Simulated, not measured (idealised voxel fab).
Process module, titled voxel transistor to metal
Square cell edge 5 nm, section width 185 nm, ID cut.
Cross-section format: a grid of square cells, given as bands from top to bottom; each band is one or more rows of cells.
Basically the band line says how high the top is and how high the bottom is, in nm, and then what's in it from left to right, every material with its width in nm. Empty space shows up as "air", and if a single material carries "throughout" it runs the full band edge to edge.
Where do heights start? At 0: under that level the wafer as delivered is made of one material only. And the lowest band has no floor; it just carries on downward, as in "0 and below".
The notation "30->40" denotes a width that varies across the rows of cells in the band, beginning at the first number in the top row, finishing at the second number in the bottom row, and changing by an identical amount from each row to the next.
The designation "no modifications", where it is given for a processing step, indicates that no cell of the cross-section was altered in the course of that step.
Empty spaces without an open route to the top, at least 8 cells in extent, make up the entry "Completely enclosed voids"; each is given as width x height at distance, where the distance is measured from the left edge, and all are in nm.
Anything after a step's settings on that line? It's the simulator's own note about the step.
"overlay nm" denotes, for a step that has a mask, the displacement of the mask to the right of its planned place, with negative values corresponding to the left.
Listed below are the process steps as planned:
- 1: RECEIVE (material Si)
- 2: CONFORMAL_DEP (material SiO2; thk nm 5)
- 3: CONFORMAL_DEP (material SiN; thk nm 10)
- 4: MASKED_ETCH (tone cover; mask id ACTIVE; width nm 110; etch materials SiN; depth nm 10; overlay nm 0)
- 5: MASKED_ETCH (tone cover; mask id ACTIVE; width nm 110; etch materials SiO2; depth nm 5; overlay nm 0)
- 6: MASKED_ETCH (tone cover; mask id ACTIVE; width nm 110; etch materials Si; depth nm 35; overlay nm 0)
- 7: OXIDIZE (depth nm 5)
- 8: FILL_DEP (material SiO2; thk nm 10)
- 9: CMP (height nm 15)
- 10: SELECTIVE_ETCH (etch materials SiO2; depth nm 10)
- 11: STRIP (etch materials SiN)
- 12: SELECTIVE_ETCH (etch materials SiO2; depth nm 5)
- 13: OXIDIZE (depth nm 5)
- 14: DIRECTIONAL_DEP (material polySi; thk nm 30)
- 15: DIRECTIONAL_DEP (material SiCN; thk nm 10)
- 16: MASKED_ETCH (tone cover; mask id GATE; width nm 30; etch materials SiCN; depth nm 20; overlay nm 0)
- 17: MASKED_ETCH (tone cover; mask id GATE; width nm 30; etch materials polySi; depth nm 40; overlay nm 0)
- 18: CONFORMAL_DEP (material SiN; thk nm 10)
- 19: DIRECTIONAL_ETCH (etch materials SiN; depth nm 10)
- 20: DIRECTIONAL_ETCH (etch materials SiO2; depth nm 5)
- 21: DIRECTIONAL_ETCH (etch materials Si; depth nm 10)
- 22: EPI (material pSi; thk nm 10)
- 23: FILL_DEP (material SiO2; thk nm 5)
- 24: CMP (height nm 30)
- 25: STRIP (etch materials polySi)
- 26: SELECTIVE_ETCH (etch materials SiO2; depth nm 5)
- 27: CONFORMAL_DEP (material HfO2; thk nm 5)
- 28: CONFORMAL_DEP (material TiN; thk nm 5)
- 29: FILL_DEP (material W; thk nm 5)
- 30: CMP (height nm 25)
- 31: DIRECTIONAL_DEP (material SiO2; thk nm 10)
- 32: MASKED_ETCH (tone open; mask id CONTACT; width nm 20; pitch nm 80; etch materials SiO2; depth nm 40; overlay nm 0)
- 33: CONFORMAL_DEP (material TiN; thk nm 5)
- 34: FILL_DEP (material Ru; thk nm 5)
- 35: CMP (height nm 35)
- 36: DIRECTIONAL_DEP (material TiN; thk nm 5)
- 37: DIRECTIONAL_DEP (material Ru; thk nm 15)
- 38: PATTERN (tone cover; mask id METAL_1; material resist; width nm 20; pitch nm 80; thk nm 15; overlay nm 0)
- 39: DIRECTIONAL_ETCH (etch materials Ru; depth nm 15)
- 40: DIRECTIONAL_ETCH (etch materials TiN; depth nm 5)
- 41: STRIP (etch materials resist)
- 42: CONFORMAL_DEP (material SiCN; thk nm 5)
- 43: FILL_DEP (material lowk; thk nm 10)
- 44: CMP (height nm 55)
- 45: CONFORMAL_DEP (material SiCN; thk nm 5)
- 46: DIRECTIONAL_DEP (material SiO2; thk nm 25)
- 47: DIRECTIONAL_DEP (material aC; thk nm 15)
- 48: PATTERN (tone open; mask id METAL_2_HOLES; material resist; width nm 15; pitch nm 80; thk nm 30; overlay nm 0)
- 49: DIRECTIONAL_ETCH (etch materials aC; depth nm 15)
- 50: STRIP (etch materials resist)
- 51: DIRECTIONAL_ETCH (etch materials SiO2; depth nm 25)
- 52: STRIP (etch materials aC)
- 53: DIRECTIONAL_DEP (material aC; thk nm 10)
- 54: PATTERN (tone open; mask id METAL_2; material resist; width nm 20; pitch nm 80; thk nm 30; overlay nm 0)
- 55: DIRECTIONAL_ETCH (etch materials aC; depth nm 10)
- 56: STRIP (etch materials resist)
- 57: DIRECTIONAL_ETCH (etch materials SiO2; depth nm 15)
- 58: DIRECTIONAL_ETCH (etch materials SiCN; depth nm 5)
- 59: STRIP (etch materials aC)
- 60: CONFORMAL_DEP (material TiN; thk nm 5)
- 61: FILL_DEP (material Cu; thk nm 5)
- 62: CMP (height nm 85)
- 63: CONFORMAL_DEP (material SiN; thk nm 5)
Here's what the wafer looked like in cross-section when it arrived - that's after step 1:
* 0 and below  Si throughout
* Completely enclosed voids: none
End-of-module XS, first of two wafers, run as planned:
* 90 down to 85  SiN throughout
* 85 down to 75  SiO2=40, then TiN=5, then Cu=10, then TiN=5, then SiO2=60, then TiN=5, then Cu=10, then TiN=5, then SiO2=45
* 75 down to 70  SiO2=40, then TiN=5, then Cu=5, then TiN=10, then SiO2=60, then TiN=5, then Cu=5, then TiN=10, then SiO2=45
* 70 down to 60  SiO2=40, then TiN=5, then Cu=5, then TiN=5, then SiO2=65, then TiN=5, then Cu=5, then TiN=5, then SiO2=50
* 60 down to 55  SiCN=40, then TiN=15, then SiCN=65, then TiN=15, then SiCN=50
* 55 down to 40  lowk=35, then SiCN=5, then Ru=20, then SiCN=5, then lowk=50, then SiCN=5, then Ru=20, then SiCN=5, then lowk=40
* 40 down to 35  SiCN=40, then TiN=20, then SiCN=60, then TiN=20, then SiCN=45
* 35 down to 25  SiO2=40, then TiN=5, then Ru=10, then TiN=5, then SiO2=60, then TiN=5, then Ru=10, then TiN=5, then SiO2=45
* 25 down to 10  SiO2=40, then TiN=5, then Ru=10, then TiN=5, then SiO2=5, then SiN=10, then HfO2=5, then TiN=5, then W=10, then TiN=5, then HfO2=5, then SiN=10, then SiO2=5, then TiN=5, then Ru=10, then TiN=5, then SiO2=45
* 10 down to 5  SiO2=40, then TiN=5, then Ru=5, then TiN=10, then SiO2=5, then SiN=10, then HfO2=5, then TiN=5, then W=10, then TiN=5, then HfO2=5, then SiN=10, then SiO2=5, then TiN=10, then Ru=5, then TiN=5, then SiO2=45
* 5 down to 0  SiO2=40, then TiN=5, then Ru=5, then TiN=5, then pSi=10, then SiN=10, then HfO2=5, then TiN=20, then HfO2=5, then SiN=10, then pSi=10, then TiN=5, then Ru=5, then TiN=5, then SiO2=45
* 0 down to -5  SiO2=40, then TiN=15, then pSi=10, then SiO2=5, then HfO2=40, then SiO2=5, then pSi=10, then TiN=15, then SiO2=45
* -5 down to -15  SiO2=40, then pSi=25, then Si=50, then pSi=25, then SiO2=45
* -15 down to -40  SiO2=40, then Si=100, then SiO2=45
* -40 and below  Si throughout
* Completely enclosed voids: none
Second wafer at the end: like start, like plan, one mistake:
* 90 down to 85  SiN throughout
* 85 down to 75  SiO2=40, then TiN=5, then Cu=5, then TiN=5, then SiO2=65, then TiN=5, then Cu=5, then TiN=5, then SiO2=50
* 75 down to 70  SiCN=40, then TiN=15, then SiCN=65, then TiN=15, then SiCN=50
* 70 down to 60  lowk throughout
* 60 down to 55  lowk=35, then SiCN=30, then lowk=50, then SiCN=30, then lowk=40
* 55 down to 40  lowk=35, then SiCN=5, then Ru=20, then SiCN=5, then lowk=50, then SiCN=5, then Ru=20, then SiCN=5, then lowk=40
* 40 down to 35  SiCN=40, then TiN=20, then SiCN=60, then TiN=20, then SiCN=45
* 35 down to 25  SiO2=40, then TiN=5, then Ru=10, then TiN=5, then SiO2=60, then TiN=5, then Ru=10, then TiN=5, then SiO2=45
* 25 down to 10  SiO2=40, then TiN=5, then Ru=10, then TiN=5, then SiO2=5, then SiN=10, then HfO2=5, then TiN=5, then W=10, then TiN=5, then HfO2=5, then SiN=10, then SiO2=5, then TiN=5, then Ru=10, then TiN=5, then SiO2=45
* 10 down to 5  SiO2=40, then TiN=5, then Ru=5, then TiN=10, then SiO2=5, then SiN=10, then HfO2=5, then TiN=5, then W=10, then TiN=5, then HfO2=5, then SiN=10, then SiO2=5, then TiN=10, then Ru=5, then TiN=5, then SiO2=45
* 5 down to 0  SiO2=40, then TiN=5, then Ru=5, then TiN=5, then pSi=10, then SiN=10, then HfO2=5, then TiN=20, then HfO2=5, then SiN=10, then pSi=10, then TiN=5, then Ru=5, then TiN=5, then SiO2=45
* 0 down to -5  SiO2=40, then TiN=15, then pSi=10, then SiO2=5, then HfO2=40, then SiO2=5, then pSi=10, then TiN=15, then SiO2=45
* -5 down to -15  SiO2=40, then pSi=25, then Si=50, then pSi=25, then SiO2=45
* -15 down to -40  SiO2=40, then Si=100, then SiO2=45
* -40 and below  Si throughout
* Completely enclosed voids: none
Short version of what went wrong: yeah, step 44 of the plan got skipped, never ran
Per the end-of-run cell counts, the second wafer holds more or fewer of some materials than the first: Cu: 10 fewer | SiCN: 12 more | SiO2: 87 fewer | TiN: 14 fewer | lowk: 99 more
